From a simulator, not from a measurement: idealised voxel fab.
process module | voxel transistor to metal
cross-section cut | 185 nm wide | cells 5 nm
A cross-section is a grid of square cells, given in bands from the top down. A band is one or more rows of cells.
Each band's line starts with the height of the band's top and of its bottom, in nm. Then come its materials from left to right, each with its width in nm. One material with "throughout" fills the band from edge to edge. "air" is empty space.
Height 0 is the level under which the wafer as received is all one material. The lowest band goes on downwards, as in "0 down".
A width such as "30 to 40" changes by the same amount from each row of cells to the next, from the band's top row to its bottom row.
"no change" after a step means that no cell of the cross-section changed.
closed voids: empty space of 8 cells or more with no open way to the top, each as width x height at its distance from the left edge, in nm
after a step's settings: what the simulator itself notes on the step
overlay nm, on a step with a mask: how far to the right of its planned place the mask lay; to the left if negative
plan
1 op RECEIVE | material Si
2 op CONFORMAL_DEP | material SiO2 | thk nm 5
3 op CONFORMAL_DEP | material SiN | thk nm 10
4 op DIRECTIONAL_DEP | material aC | thk nm 10
5 op PATTERN | tone cover | mask id ACTIVE | material resist | width nm 100 | thk nm 25 | overlay nm 0
6 op DIRECTIONAL_ETCH | etch materials aC | depth nm 10
7 op STRIP | etch materials resist
8 op DIRECTIONAL_ETCH | etch materials SiN | depth nm 10
9 op DIRECTIONAL_ETCH | etch materials SiO2 | depth nm 5
10 op DIRECTIONAL_ETCH | etch materials Si | depth nm 25
11 op STRIP | etch materials aC
12 op OXIDIZE | depth nm 5
13 op FILL_DEP | material SiO2 | thk nm 5
14 op CMP | height nm 15
15 op SELECTIVE_ETCH | etch materials SiO2 | depth nm 5
16 op STRIP | etch materials SiN
17 op SELECTIVE_ETCH | etch materials SiO2 | depth nm 5
18 op OXIDIZE | depth nm 5
19 op DIRECTIONAL_DEP | material polySi | thk nm 30
20 op DIRECTIONAL_DEP | material SiCN | thk nm 15
21 op DIRECTIONAL_DEP | material aC | thk nm 15
22 op PATTERN | tone cover | mask id GATE | material resist | width nm 30 | thk nm 35 | overlay nm 0
23 op DIRECTIONAL_ETCH | etch materials aC | depth nm 15
24 op STRIP | etch materials resist
25 op DIRECTIONAL_ETCH | etch materials SiCN | depth nm 25
26 op DIRECTIONAL_ETCH | etch materials polySi | depth nm 40
27 op STRIP | etch materials aC
28 op CONFORMAL_DEP | material SiN | thk nm 5
29 op DIRECTIONAL_ETCH | etch materials SiN | depth nm 5
30 op DIRECTIONAL_ETCH | etch materials SiO2 | depth nm 5
31 op DIRECTIONAL_ETCH | etch materials Si | depth nm 10
32 op EPI | material SiGe | thk nm 10
33 op FILL_DEP | material SiO2 | thk nm 5
34 op CMP | height nm 30
35 op STRIP | etch materials polySi
36 op SELECTIVE_ETCH | etch materials SiO2 | depth nm 5
37 op CONFORMAL_DEP | material HfO2 | thk nm 5
38 op CONFORMAL_DEP | material TiN | thk nm 5
39 op FILL_DEP | material W | thk nm 5
40 op CMP | height nm 25
41 op DIRECTIONAL_DEP | material SiO2 | thk nm 15
42 op PATTERN | tone open | mask id CONTACT | material resist | width nm 15 | pitch nm 75 | thk nm 20 | overlay nm 0
43 op DIRECTIONAL_ETCH | etch materials SiO2 | depth nm 45
44 op STRIP | etch materials resist
45 op CONFORMAL_DEP | material TiN | thk nm 5
46 op FILL_DEP | material W | thk nm 10
47 op CMP | height nm 40
48 op CONFORMAL_DEP | material SiCN | thk nm 5
49 op DIRECTIONAL_DEP | material lowk | thk nm 15
50 op MASKED_ETCH | tone open | mask id METAL_1 | width nm 15 | pitch nm 75 | etch materials lowk | depth nm 15 | overlay nm 0
51 op MASKED_ETCH | tone open | mask id METAL_1 | width nm 15 | pitch nm 75 | etch materials SiCN | depth nm 5 | overlay nm 0
52 op CONFORMAL_DEP | material TiN | thk nm 5
53 op FILL_DEP | material Cu | thk nm 5
54 op CMP | height nm 60
55 op CONFORMAL_DEP | material SiCN | thk nm 5
56 op DIRECTIONAL_DEP | material lowk | thk nm 35
57 op DIRECTIONAL_DEP | material aC | thk nm 10
58 op PATTERN | tone open | mask id METAL_2 | material resist | width nm 15 | pitch nm 75 | thk nm 25 | overlay nm 0
59 op DIRECTIONAL_ETCH | etch materials aC | depth nm 10
60 op STRIP | etch materials resist
61 op DIRECTIONAL_ETCH | etch materials lowk | depth nm 20
62 op STRIP | etch materials aC
63 op DIRECTIONAL_DEP | material aC | thk nm 15
64 op PATTERN | tone open | mask id METAL_2_HOLES | material resist | width nm 15 | pitch nm 75 | thk nm 30 | overlay nm 0
65 op DIRECTIONAL_ETCH | etch materials aC | depth nm 15
66 op STRIP | etch materials resist
67 op DIRECTIONAL_ETCH | etch materials lowk | depth nm 15
68 op DIRECTIONAL_ETCH | etch materials SiCN | depth nm 5
69 op STRIP | etch materials aC
70 op CONFORMAL_DEP | material TiN | thk nm 5
71 op FILL_DEP | material Cu | thk nm 10
72 op CMP | height nm 100
73 op CONFORMAL_DEP | material SiCN | thk nm 5
first wafer, as planned
as received, after step 1
  0 down: Si throughout
  closed voids: none
after step 2
  5 to 0: SiO2 throughout
  below 0: unchanged
after step 3
  15 to 5: SiN throughout
  below 5: unchanged
after step 4
  25 to 15: aC throughout
  below 15: unchanged
after step 5
  50 to 25: air 40 | resist 100 | air 45
  below 25: unchanged
after step 6
  40 to 25: air 40 | resist 100 | air 45
  25 to 15: air 40 | aC 100 | air 45
  below 15: unchanged
after step 7
  25 to 15: air 40 | aC 100 | air 45
  below 15: unchanged
after step 8
  25 to 15: air 40 | aC 100 | air 45
  15 to 5: air 40 | SiN 100 | air 45
  below 5: unchanged
after step 9
  25 to 15: air 40 | aC 100 | air 45
  15 to 5: air 40 | SiN 100 | air 45
  5 to 0: air 40 | SiO2 100 | air 45
  below 0: unchanged
after step 10
  25 to 15: air 40 | aC 100 | air 45
  15 to 5: air 40 | SiN 100 | air 45
  5 to 0: air 40 | SiO2 100 | air 45
  0 to -25: air 40 | Si 100 | air 45
  below -25: unchanged
after step 11
  15 to 5: air 40 | SiN 100 | air 45
  below 5: unchanged
after step 12
  15 to 5: air 40 | SiN 100 | air 45
  5 to 0: air 40 | SiO2 100 | air 45
  0 to -25: air 40 | SiO2 5 | Si 90 | SiO2 5 | air 45
  -25 to -30: SiO2 45 | Si 90 | SiO2 50
  below -30: unchanged
after step 13
  20 to 15: SiO2 throughout
  15 to 5: SiO2 40 | SiN 100 | SiO2 45
  5 to 0: SiO2 throughout
  0 to -30: SiO2 45 | Si 90 | SiO2 50
  below -30: unchanged
after step 14
  15 to 5: SiO2 40 | SiN 100 | SiO2 45
  below 5: unchanged
after step 15
  15 to 10: air 40 | SiN 100 | air 45
  below 10: unchanged
after step 16
  10 to 5: SiO2 40 | air 100 | SiO2 45
  below 5: unchanged
after step 17
  5 to 0: SiO2 35 | air 110 | SiO2 40
  below 0: unchanged
after step 18
  5 to 0: SiO2 35 | air 110 | SiO2 40
  0 to -5: SiO2 throughout
  below -5: unchanged
after step 19
  35 to 30: polySi 35 | air 110 | polySi 40
  30 to 5: polySi throughout
  5 to 0: SiO2 35 | polySi 110 | SiO2 40
  below 0: unchanged
after step 20
  50 to 45: SiCN 35 | air 110 | SiCN 40
  45 to 35: SiCN throughout
  35 to 30: polySi 35 | SiCN 110 | polySi 40
  below 30: unchanged
after step 21
  65 to 60: aC 35 | air 110 | aC 40
  60 to 50: aC throughout
  50 to 45: SiCN 35 | aC 110 | SiCN 40
  below 45: unchanged
after step 22
  100 to 65: air 75 | resist 30 | air 80
  65 to 60: aC 35 | air 40 | resist 30 | air 40 | aC 40
  below 60: unchanged
after step 23
  85 to 60: air 75 | resist 30 | air 80
  60 to 50: air 75 | aC 30 | air 80
  50 to 45: SiCN 35 | air 40 | aC 30 | air 40 | SiCN 40
  below 45: unchanged
after step 24
  60 to 50: air 75 | aC 30 | air 80
  below 50: unchanged
after step 25
  60 to 45: air 75 | aC 30 | air 80
  45 to 35: air 75 | SiCN 30 | air 80
  35 to 30: polySi 35 | air 40 | SiCN 30 | air 40 | polySi 40
  below 30: unchanged
after step 26
  60 to 45: air 75 | aC 30 | air 80
  45 to 30: air 75 | SiCN 30 | air 80
  30 to 5: air 75 | polySi 30 | air 80
  5 to 0: SiO2 35 | air 40 | polySi 30 | air 40 | SiO2 40
  below 0: unchanged
after step 27
  45 to 30: air 75 | SiCN 30 | air 80
  below 30: unchanged
after step 28
  50 to 45: air 70 | SiN 40 | air 75
  45 to 30: air 70 | SiN 5 | SiCN 30 | SiN 5 | air 75
  30 to 10: air 70 | SiN 5 | polySi 30 | SiN 5 | air 75
  10 to 5: SiN 40 | air 30 | SiN 5 | polySi 30 | SiN 5 | air 30 | SiN 45
  5 to 0: SiO2 35 | SiN 40 | polySi 30 | SiN 40 | SiO2 40
  below 0: unchanged
after step 29
  45 to 30: air 70 | SiN 5 | SiCN 30 | SiN 5 | air 75
  30 to 5: air 70 | SiN 5 | polySi 30 | SiN 5 | air 75
  5 to 0: SiO2 35 | SiN 5 | air 30 | SiN 5 | polySi 30 | SiN 5 | air 30 | SiN 5 | SiO2 40
  below 0: unchanged
after step 30
  45 to 30: air 70 | SiN 5 | SiCN 30 | SiN 5 | air 75
  30 to 5: air 70 | SiN 5 | polySi 30 | SiN 5 | air 75
  5 to 0: air 35 | SiN 5 | air 30 | SiN 5 | polySi 30 | SiN 5 | air 30 | SiN 5 | air 40
  0 to -5: SiO2 40 | air 30 | SiO2 40 | air 30 | SiO2 45
  below -5: unchanged
after step 31
  45 to 30: air 70 | SiN 5 | SiCN 30 | SiN 5 | air 75
  30 to 5: air 70 | SiN 5 | polySi 30 | SiN 5 | air 75
  5 to 0: air 35 | SiN 5 | air 30 | SiN 5 | polySi 30 | SiN 5 | air 30 | SiN 5 | air 40
  0 to -5: SiO2 40 | air 30 | SiO2 40 | air 30 | SiO2 45
  -5 to -15: SiO2 45 | air 25 | Si 40 | air 25 | SiO2 50
  below -15: unchanged
after step 32
  45 to 30: air 70 | SiN 5 | SiCN 30 | SiN 5 | air 75
  30 to 5: air 70 | SiN 5 | polySi 30 | SiN 5 | air 75
  5 to 0: air 35 | SiN 5 | air 20 | SiGe 10 | SiN 5 | polySi 30 | SiN 5 | SiGe 10 | air 20 | SiN 5 | air 40
  0 to -5: SiO2 40 | air 20 | SiGe 10 | SiO2 40 | SiGe 10 | air 20 | SiO2 45
  -5 to -15: SiO2 45 | SiGe 25 | Si 40 | SiGe 25 | SiO2 50
  below -15: unchanged
after step 33
  50 to 45: SiO2 throughout
  45 to 30: SiO2 70 | SiN 5 | SiCN 30 | SiN 5 | SiO2 75
  30 to 5: SiO2 70 | SiN 5 | polySi 30 | SiN 5 | SiO2 75
  5 to 0: SiO2 35 | SiN 5 | SiO2 20 | SiGe 10 | SiN 5 | polySi 30 | SiN 5 | SiGe 10 | SiO2 20 | SiN 5 | SiO2 40
  0 to -5: SiO2 60 | SiGe 10 | SiO2 40 | SiGe 10 | SiO2 65
  below -5: unchanged
after step 34
  30 to 5: SiO2 70 | SiN 5 | polySi 30 | SiN 5 | SiO2 75
  below 5: unchanged
after step 35
  30 to 5: SiO2 70 | SiN 5 | air 30 | SiN 5 | SiO2 75
  5 to 0: SiO2 35 | SiN 5 | SiO2 20 | SiGe 10 | SiN 5 | air 30 | SiN 5 | SiGe 10 | SiO2 20 | SiN 5 | SiO2 40
  below 0: unchanged
after step 36
  30 to 25: air 70 | SiN 5 | air 30 | SiN 5 | air 75
  25 to 5: SiO2 70 | SiN 5 | air 30 | SiN 5 | SiO2 75
  5 to 0: SiO2 35 | SiN 5 | SiO2 20 | SiGe 10 | SiN 5 | air 30 | SiN 5 | SiGe 10 | SiO2 20 | SiN 5 | SiO2 40
  0 to -5: SiO2 60 | SiGe 10 | air 40 | SiGe 10 | SiO2 65
  below -5: unchanged
after step 37
  35 to 30: air 65 | HfO2 15 | air 20 | HfO2 15 | air 70
  30 to 25: HfO2 70 | SiN 5 | HfO2 5 | air 20 | HfO2 5 | SiN 5 | HfO2 75
  25 to 5: SiO2 70 | SiN 5 | HfO2 5 | air 20 | HfO2 5 | SiN 5 | SiO2 75
  5 to 0: SiO2 35 | SiN 5 | SiO2 20 | SiGe 10 | SiN 5 | HfO2 5 | air 20 | HfO2 5 | SiN 5 | SiGe 10 | SiO2 20 | SiN 5 | SiO2 40
  0 to -5: SiO2 60 | SiGe 10 | HfO2 40 | SiGe 10 | SiO2 65
  below -5: unchanged
after step 38
  40 to 35: air 60 | TiN 25 | air 10 | TiN 25 | air 65
  35 to 30: TiN 65 | HfO2 15 | TiN 5 | air 10 | TiN 5 | HfO2 15 | TiN 70
  30 to 25: HfO2 70 | SiN 5 | HfO2 5 | TiN 5 | air 10 | TiN 5 | HfO2 5 | SiN 5 | HfO2 75
  25 to 5: SiO2 70 | SiN 5 | HfO2 5 | TiN 5 | air 10 | TiN 5 | HfO2 5 | SiN 5 | SiO2 75
  5 to 0: SiO2 35 | SiN 5 | SiO2 20 | SiGe 10 | SiN 5 | HfO2 5 | TiN 20 | HfO2 5 | SiN 5 | SiGe 10 | SiO2 20 | SiN 5 | SiO2 40
  below 0: unchanged
after step 39
  45 to 40: W throughout
  40 to 35: W 60 | TiN 25 | W 10 | TiN 25 | W 65
  35 to 30: TiN 65 | HfO2 15 | TiN 5 | W 10 | TiN 5 | HfO2 15 | TiN 70
  30 to 25: HfO2 70 | SiN 5 | HfO2 5 | TiN 5 | W 10 | TiN 5 | HfO2 5 | SiN 5 | HfO2 75
  25 to 5: SiO2 70 | SiN 5 | HfO2 5 | TiN 5 | W 10 | TiN 5 | HfO2 5 | SiN 5 | SiO2 75
  below 5: unchanged
after step 40
  25 to 5: SiO2 70 | SiN 5 | HfO2 5 | TiN 5 | W 10 | TiN 5 | HfO2 5 | SiN 5 | SiO2 75
  below 5: unchanged
after step 41
  40 to 25: SiO2 throughout
  below 25: unchanged
after step 42
  60 to 40: resist 45 | air 15 | resist 60 | air 15 | resist 50
  below 40: unchanged
after step 43
  60 to 40: resist 45 | air 15 | resist 60 | air 15 | resist 50
  40 to 25: SiO2 45 | air 15 | SiO2 60 | air 15 | SiO2 50
  25 to 5: SiO2 45 | air 15 | SiO2 10 | SiN 5 | HfO2 5 | TiN 5 | W 10 | TiN 5 | HfO2 5 | SiN 5 | SiO2 10 | air 15 | SiO2 50
  5 to 0: SiO2 35 | SiN 5 | SiO2 5 | air 15 | SiGe 10 | SiN 5 | HfO2 5 | TiN 20 | HfO2 5 | SiN 5 | SiGe 10 | air 15 | SiO2 5 | SiN 5 | SiO2 40
  0 to -5: SiO2 45 | air 15 | SiGe 10 | HfO2 40 | SiGe 10 | air 15 | SiO2 50
  below -5: unchanged
after step 44
  40 to 25: SiO2 45 | air 15 | SiO2 60 | air 15 | SiO2 50
  below 25: unchanged
after step 45
  45 to 40: TiN 50 | air 5 | TiN 70 | air 5 | TiN 55
  40 to 25: SiO2 45 | TiN 5 | air 5 | TiN 5 | SiO2 60 | TiN 5 | air 5 | TiN 5 | SiO2 50
  25 to 5: SiO2 45 | TiN 5 | air 5 | TiN 5 | SiO2 10 | SiN 5 | HfO2 5 | TiN 5 | W 10 | TiN 5 | HfO2 5 | SiN 5 | SiO2 10 | TiN 5 | air 5 | TiN 5 | SiO2 50
  5 to 0: SiO2 35 | SiN 5 | SiO2 5 | TiN 5 | air 5 | TiN 5 | SiGe 10 | SiN 5 | HfO2 5 | TiN 20 | HfO2 5 | SiN 5 | SiGe 10 | TiN 5 | air 5 | TiN 5 | SiO2 5 | SiN 5 | SiO2 40
  0 to -5: SiO2 45 | TiN 15 | SiGe 10 | HfO2 40 | SiGe 10 | TiN 15 | SiO2 50
  below -5: unchanged
after step 46
  55 to 45: W throughout
  45 to 40: TiN 50 | W 5 | TiN 70 | W 5 | TiN 55
  40 to 25: SiO2 45 | TiN 5 | W 5 | TiN 5 | SiO2 60 | TiN 5 | W 5 | TiN 5 | SiO2 50
  25 to 5: SiO2 45 | TiN 5 | W 5 | TiN 5 | SiO2 10 | SiN 5 | HfO2 5 | TiN 5 | W 10 | TiN 5 | HfO2 5 | SiN 5 | SiO2 10 | TiN 5 | W 5 | TiN 5 | SiO2 50
  5 to 0: SiO2 35 | SiN 5 | SiO2 5 | TiN 5 | W 5 | TiN 5 | SiGe 10 | SiN 5 | HfO2 5 | TiN 20 | HfO2 5 | SiN 5 | SiGe 10 | TiN 5 | W 5 | TiN 5 | SiO2 5 | SiN 5 | SiO2 40
  below 0: unchanged
after step 47
  40 to 25: SiO2 45 | TiN 5 | W 5 | TiN 5 | SiO2 60 | TiN 5 | W 5 | TiN 5 | SiO2 50
  below 25: unchanged
after step 48
  45 to 40: SiCN throughout
  below 40: unchanged
after step 49
  60 to 45: lowk throughout
  below 45: unchanged
after step 50
  60 to 45: lowk 45 | air 15 | lowk 60 | air 15 | lowk 50
  below 45: unchanged
after step 51
  60 to 45: lowk 45 | air 15 | lowk 60 | air 15 | lowk 50
  45 to 40: SiCN 45 | air 15 | SiCN 60 | air 15 | SiCN 50
  below 40: unchanged
after step 52
  65 to 60: TiN 50 | air 5 | TiN 70 | air 5 | TiN 55
  60 to 45: lowk 45 | TiN 5 | air 5 | TiN 5 | lowk 60 | TiN 5 | air 5 | TiN 5 | lowk 50
  45 to 40: SiCN 45 | TiN 15 | SiCN 60 | TiN 15 | SiCN 50
  below 40: unchanged
after step 53
  70 to 65: Cu throughout
  65 to 60: TiN 50 | Cu 5 | TiN 70 | Cu 5 | TiN 55
  60 to 45: lowk 45 | TiN 5 | Cu 5 | TiN 5 | lowk 60 | TiN 5 | Cu 5 | TiN 5 | lowk 50
  below 45: unchanged
after step 54
  60 to 45: lowk 45 | TiN 5 | Cu 5 | TiN 5 | lowk 60 | TiN 5 | Cu 5 | TiN 5 | lowk 50
  below 45: unchanged
after step 55
  65 to 60: SiCN throughout
  below 60: unchanged
after step 56
  100 to 65: lowk throughout
  below 65: unchanged
after step 57
  110 to 100: aC throughout
  below 100: unchanged
after step 58
  135 to 110: resist 45 | air 15 | resist 60 | air 15 | resist 50
  below 110: unchanged
after step 59
  125 to 110: resist 45 | air 15 | resist 60 | air 15 | resist 50
  110 to 100: aC 45 | air 15 | aC 60 | air 15 | aC 50
  below 100: unchanged
after step 60
  110 to 100: aC 45 | air 15 | aC 60 | air 15 | aC 50
  below 100: unchanged
after step 61
  110 to 100: aC 45 | air 15 | aC 60 | air 15 | aC 50
  100 to 80: lowk 45 | air 15 | lowk 60 | air 15 | lowk 50
  below 80: unchanged
after step 62
  100 to 80: lowk 45 | air 15 | lowk 60 | air 15 | lowk 50
  below 80: unchanged
after step 63
  115 to 100: aC 45 | air 15 | aC 60 | air 15 | aC 50
  100 to 95: lowk 45 | air 15 | lowk 60 | air 15 | lowk 50
  95 to 80: lowk 45 | aC 15 | lowk 60 | aC 15 | lowk 50
  below 80: unchanged
after step 64
  145 to 115: resist 45 | air 15 | resist 60 | air 15 | resist 50
  below 115: unchanged
after step 65
  130 to 115: resist 45 | air 15 | resist 60 | air 15 | resist 50
  115 to 100: aC 45 | air 15 | aC 60 | air 15 | aC 50
  100 to 80: lowk 45 | air 15 | lowk 60 | air 15 | lowk 50
  below 80: unchanged
after step 66
  115 to 100: aC 45 | air 15 | aC 60 | air 15 | aC 50
  below 100: unchanged
after step 67
  115 to 100: aC 45 | air 15 | aC 60 | air 15 | aC 50
  100 to 65: lowk 45 | air 15 | lowk 60 | air 15 | lowk 50
  below 65: unchanged
after step 68
  115 to 100: aC 45 | air 15 | aC 60 | air 15 | aC 50
  100 to 65: lowk 45 | air 15 | lowk 60 | air 15 | lowk 50
  65 to 60: SiCN 45 | air 15 | SiCN 60 | air 15 | SiCN 50
  below 60: unchanged
after step 69
  100 to 65: lowk 45 | air 15 | lowk 60 | air 15 | lowk 50
  below 65: unchanged
after step 70
  105 to 100: TiN 50 | air 5 | TiN 70 | air 5 | TiN 55
  100 to 65: lowk 45 | TiN 5 | air 5 | TiN 5 | lowk 60 | TiN 5 | air 5 | TiN 5 | lowk 50
  65 to 60: SiCN 45 | TiN 15 | SiCN 60 | TiN 15 | SiCN 50
  below 60: unchanged
after step 71
  115 to 105: Cu throughout
  105 to 100: TiN 50 | Cu 5 | TiN 70 | Cu 5 | TiN 55
  100 to 65: lowk 45 | TiN 5 | Cu 5 | TiN 5 | lowk 60 | TiN 5 | Cu 5 | TiN 5 | lowk 50
  below 65: unchanged
after step 72
  100 to 65: lowk 45 | TiN 5 | Cu 5 | TiN 5 | lowk 60 | TiN 5 | Cu 5 | TiN 5 | lowk 50
  below 65: unchanged
after step 73
  105 to 100: SiCN throughout
  below 100: unchanged
second wafer: like start, like plan, one mistake. Through step 39 it matches the first wafer
when step 40 should have ended: no change
when step 41 should have ended
  60 to 45: SiO2 throughout
  below 45: unchanged
when step 42 should have ended
  80 to 60: resist 45 | air 15 | resist 60 | air 15 | resist 50
  below 60: unchanged
when step 43 should have ended
  80 to 60: resist 45 | air 15 | resist 60 | air 15 | resist 50
  60 to 45: SiO2 45 | air 15 | SiO2 60 | air 15 | SiO2 50
  below 45: unchanged
when step 44 should have ended
  60 to 45: SiO2 45 | air 15 | SiO2 60 | air 15 | SiO2 50
  below 45: unchanged
when step 45 should have ended
  65 to 60: TiN 50 | air 5 | TiN 70 | air 5 | TiN 55
  60 to 50: SiO2 45 | TiN 5 | air 5 | TiN 5 | SiO2 60 | TiN 5 | air 5 | TiN 5 | SiO2 50
  50 to 45: SiO2 45 | TiN 15 | SiO2 60 | TiN 15 | SiO2 50
  below 45: unchanged
when step 46 should have ended
  75 to 65: W throughout
  65 to 60: TiN 50 | W 5 | TiN 70 | W 5 | TiN 55
  60 to 50: SiO2 45 | TiN 5 | W 5 | TiN 5 | SiO2 60 | TiN 5 | W 5 | TiN 5 | SiO2 50
  below 50: unchanged
when step 47 should have ended
  40 to 35: W 60 | TiN 25 | W 10 | TiN 25 | W 65
  below 35: unchanged
when step 48 should have ended
  45 to 40: SiCN throughout
  below 40: unchanged
when step 49 should have ended
  60 to 45: lowk throughout
  below 45: unchanged
when step 50 should have ended
  60 to 45: lowk 45 | air 15 | lowk 60 | air 15 | lowk 50
  below 45: unchanged
when step 51 should have ended
  60 to 45: lowk 45 | air 15 | lowk 60 | air 15 | lowk 50
  45 to 40: SiCN 45 | air 15 | SiCN 60 | air 15 | SiCN 50
  below 40: unchanged
when step 52 should have ended
  65 to 60: TiN 50 | air 5 | TiN 70 | air 5 | TiN 55
  60 to 45: lowk 45 | TiN 5 | air 5 | TiN 5 | lowk 60 | TiN 5 | air 5 | TiN 5 | lowk 50
  45 to 40: SiCN 45 | TiN 15 | SiCN 60 | TiN 15 | SiCN 50
  below 40: unchanged
when step 53 should have ended
  70 to 65: Cu throughout
  65 to 60: TiN 50 | Cu 5 | TiN 70 | Cu 5 | TiN 55
  60 to 45: lowk 45 | TiN 5 | Cu 5 | TiN 5 | lowk 60 | TiN 5 | Cu 5 | TiN 5 | lowk 50
  below 45: unchanged
when step 54 should have ended
  60 to 45: lowk 45 | TiN 5 | Cu 5 | TiN 5 | lowk 60 | TiN 5 | Cu 5 | TiN 5 | lowk 50
  below 45: unchanged
when step 55 should have ended
  65 to 60: SiCN throughout
  below 60: unchanged
when step 56 should have ended
  100 to 65: lowk throughout
  below 65: unchanged
when step 57 should have ended
  110 to 100: aC throughout
  below 100: unchanged
when step 58 should have ended
  135 to 110: resist 45 | air 15 | resist 60 | air 15 | resist 50
  below 110: unchanged
when step 59 should have ended
  125 to 110: resist 45 | air 15 | resist 60 | air 15 | resist 50
  110 to 100: aC 45 | air 15 | aC 60 | air 15 | aC 50
  below 100: unchanged
when step 60 should have ended
  110 to 100: aC 45 | air 15 | aC 60 | air 15 | aC 50
  below 100: unchanged
when step 61 should have ended
  110 to 100: aC 45 | air 15 | aC 60 | air 15 | aC 50
  100 to 80: lowk 45 | air 15 | lowk 60 | air 15 | lowk 50
  below 80: unchanged
when step 62 should have ended
  100 to 80: lowk 45 | air 15 | lowk 60 | air 15 | lowk 50
  below 80: unchanged
when step 63 should have ended
  115 to 100: aC 45 | air 15 | aC 60 | air 15 | aC 50
  100 to 95: lowk 45 | air 15 | lowk 60 | air 15 | lowk 50
  95 to 80: lowk 45 | aC 15 | lowk 60 | aC 15 | lowk 50
  below 80: unchanged
when step 64 should have ended
  145 to 115: resist 45 | air 15 | resist 60 | air 15 | resist 50
  below 115: unchanged
when step 65 should have ended
  130 to 115: resist 45 | air 15 | resist 60 | air 15 | resist 50
  115 to 100: aC 45 | air 15 | aC 60 | air 15 | aC 50
  100 to 80: lowk 45 | air 15 | lowk 60 | air 15 | lowk 50
  below 80: unchanged
when step 66 should have ended
  115 to 100: aC 45 | air 15 | aC 60 | air 15 | aC 50
  below 100: unchanged
when step 67 should have ended
  115 to 100: aC 45 | air 15 | aC 60 | air 15 | aC 50
  100 to 65: lowk 45 | air 15 | lowk 60 | air 15 | lowk 50
  below 65: unchanged
when step 68 should have ended
  115 to 100: aC 45 | air 15 | aC 60 | air 15 | aC 50
  100 to 65: lowk 45 | air 15 | lowk 60 | air 15 | lowk 50
  65 to 60: SiCN 45 | air 15 | SiCN 60 | air 15 | SiCN 50
  below 60: unchanged
when step 69 should have ended
  100 to 65: lowk 45 | air 15 | lowk 60 | air 15 | lowk 50
  below 65: unchanged
when step 70 should have ended
  105 to 100: TiN 50 | air 5 | TiN 70 | air 5 | TiN 55
  100 to 65: lowk 45 | TiN 5 | air 5 | TiN 5 | lowk 60 | TiN 5 | air 5 | TiN 5 | lowk 50
  65 to 60: SiCN 45 | TiN 15 | SiCN 60 | TiN 15 | SiCN 50
  below 60: unchanged
when step 71 should have ended
  115 to 105: Cu throughout
  105 to 100: TiN 50 | Cu 5 | TiN 70 | Cu 5 | TiN 55
  100 to 65: lowk 45 | TiN 5 | Cu 5 | TiN 5 | lowk 60 | TiN 5 | Cu 5 | TiN 5 | lowk 50
  below 65: unchanged
when step 72 should have ended
  100 to 65: lowk 45 | TiN 5 | Cu 5 | TiN 5 | lowk 60 | TiN 5 | Cu 5 | TiN 5 | lowk 50
  below 65: unchanged
when step 73 should have ended
  105 to 100: SiCN throughout
  below 100: unchanged
what went wrong: step 40 was left out
at the end the second wafer has, in cells: 37 more of HfO2 | 2 more of SiN | 57 fewer of SiO2 | 3 more of TiN | 15 more of W
